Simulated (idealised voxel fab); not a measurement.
process module | voxel ribs on slabs
cross-section cut | 155 nm wide | cells 5 nm
A cross-section is a grid of square cells, given in bands from the top down. A band is one or more rows of cells.
Each band's line starts with the height of the band's top and of its bottom, in nm. Then come its materials from left to right, each with its width in nm. One material with "throughout" fills the band from edge to edge. "air" is empty space.
Height 0 is the level under which the wafer as received is all one material. The lowest band goes on downwards, as in "0 down".
A width such as "30 to 40" changes by the same amount from each row of cells to the next, from the band's top row to its bottom row.
"no change" after a step means that no cell of the cross-section changed.
closed voids: empty space of 8 cells or more with no open way to the top, each as width x height at its distance from the left edge, in nm
after a step's settings: what the simulator itself notes on the step
overlay nm, on a step with a mask: how far to the right of its planned place the mask lay; to the left if negative
plan
1 op RECEIVE | material Si
2 op DIRECTIONAL_DEP | material SiO2 | thk nm 25
3 op DIRECTIONAL_DEP | material SiN | thk nm 20
4 op DIRECTIONAL_DEP | material aC | thk nm 15
5 op PATTERN | tone cover | mask id RIB | material resist | width nm 30 | thk nm 35 | overlay nm 0
6 op DIRECTIONAL_ETCH | etch materials aC | depth nm 15
7 op STRIP | etch materials resist
8 op DIRECTIONAL_ETCH | etch materials SiN | depth nm 10
9 op STRIP | etch materials aC
10 op DIRECTIONAL_DEP | material aC | thk nm 15
11 op PATTERN | tone cover | mask id SLAB | material resist | width nm 60 | thk nm 30 | overlay nm -15
12 op DIRECTIONAL_ETCH | etch materials aC | depth nm 15
13 op STRIP | etch materials resist
14 op DIRECTIONAL_ETCH | etch materials SiN | depth nm 10
15 op STRIP | etch materials aC
16 op FILL_DEP | material SiO2 | thk nm 20
17 op CMP | height nm 55
18 op DIRECTIONAL_DEP | material TiN | thk nm 10
19 op PATTERN | tone cover | mask id HEATER | material resist | width nm 40 | thk nm 20 | overlay nm 0
20 op DIRECTIONAL_ETCH | etch materials TiN | depth nm 10
21 op STRIP | etch materials resist
22 op CONFORMAL_DEP | material SiN | thk nm 5
varied across the wafers: overlay nm of step 11. The plan shows the first wafer's value. All wafers start alike
first wafer as received, after step 1
  0 down: Si throughout
  closed voids: none
each wafer at the end: cells of each material gained (+) or lost (-) since it was received, then its closed voids
overlay nm -15 | +71 SiN | +305 SiO2 | +16 TiN | closed voids: none
overlay nm -10 | +71 SiN | +305 SiO2 | +16 TiN | closed voids: none
overlay nm -5 | +71 SiN | +305 SiO2 | +16 TiN | closed voids: none
overlay nm 0 | +71 SiN | +305 SiO2 | +16 TiN | closed voids: none
overlay nm 5 | +71 SiN | +305 SiO2 | +16 TiN | closed voids: none
overlay nm 10 | +71 SiN | +305 SiO2 | +16 TiN | closed voids: none
overlay nm 15 | +71 SiN | +305 SiO2 | +16 TiN | closed voids: none
